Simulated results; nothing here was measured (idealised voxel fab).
The name of this process module is voxel self aligned contacts.
FYI the section here is cut, 270 nm wide, cells are 5 nm squares.
Heads up, the way a cross-section reads in here is a grid of square cells, handed over as bands from the top down, with every band being one or more rows of cells.
Top height, bottom height, nm. Materials left to right, width each, nm. Single material + "edge to edge" = fills band edge to edge. "empty" = empty.
It should be noted that heights are counted from 0, beneath which the wafer as supplied is of one material throughout, and that the lowest band possesses no lower boundary but continues downward, as written in "0 down".
Think of "30..40" as a width that walks from the first number to the second as you go down the band, top row to bottom row, taking equal-sized steps from row to row.
Where the words "nothing different" appear for a step, the cross-section shows no cell changed by that step; every cell remained as before.
Closed-off voids of 8+ cells (no open route to the top) go in "Fully sealed voids", written width x height at distance from the left edge, in nm.
On each step's line, the part that comes after the settings is the simulator's own comment on the step.
A step's line can hold "overlay nm"; with a mask on that step, the setting says how far right of the planned place the mask lay, while a negative setting says it lay to the left.
-- Process steps - plan
1. RECEIVE, material Si
2. CONFORMAL_DEP, material SiO2, thk nm 5
3. DIRECTIONAL_DEP, material polySi, thk nm 25
4. DIRECTIONAL_DEP, material SiN, thk nm 25
5. DIRECTIONAL_DEP, material aC, thk nm 10
6. PATTERN, tone cover, mask id GATE, material resist, width nm 30, pitch nm 75, thk nm 25, overlay nm 0
7. DIRECTIONAL_ETCH, etch materials aC, depth nm 10
8. STRIP, etch materials resist
9. DIRECTIONAL_ETCH, etch materials SiN, depth nm 25
10. DIRECTIONAL_ETCH, etch materials polySi, depth nm 25
11. STRIP, etch materials aC
12. CONFORMAL_DEP, material SiN, thk nm 10
13. DIRECTIONAL_ETCH, etch materials SiN, depth nm 10
14. FILL_DEP, material SiO2, thk nm 10
15. CMP, height nm 60
16. DIRECTIONAL_DEP, material aC, thk nm 10
17. PATTERN, tone open, mask id CONTACT, material resist, width nm 55, thk nm 30, overlay nm 0
18. DIRECTIONAL_ETCH, etch materials aC, depth nm 10
19. STRIP, etch materials resist
20. DIRECTIONAL_ETCH, etch materials SiO2, depth nm 60
21. STRIP, etch materials aC
22. CONFORMAL_DEP, material TiN, thk nm 5
23. FILL_DEP, material W, thk nm 5
24. CMP, height nm 60
25. CONFORMAL_DEP, material SiCN, thk nm 5
-- Cross-section of the wafer at receipt, which is the condition after step 1
  0 down | Si edge to edge
  Fully sealed voids: none
-- What the wafer looks like in cross-section after this module, when it starts as shown above and follows the plan above but one mistake is made in running it
  65 to 60 | SiCN edge to edge
  60 to 55 | SiO2: 105 / TiN: 20 / W: 15 / TiN: 20 / SiO2: 110
  55 to 30 | SiO2: 70 / SiN: 50 / TiN: 5 / W: 15 / TiN: 5 / SiN: 50 / SiO2: 75
  30 to 10 | SiO2: 70 / SiN: 10 / polySi: 30 / SiN: 10 / TiN: 5 / W: 15 / TiN: 5 / SiN: 10 / polySi: 30 / SiN: 10 / SiO2: 75
  10 to 5 | SiO2: 70 / SiN: 10 / polySi: 30 / SiN: 10 / TiN: 25 / SiN: 10 / polySi: 30 / SiN: 10 / SiO2: 75
  5 to 0 | polySi edge to edge
  0 down | Si edge to edge
  Fully sealed voids: none
It is concluded that the wafer was processed incorrectly with respect to the plan, in that in deviation from the planned setting, step 2 was conducted as CONFORMAL_DEP, material polySi, thk nm 5
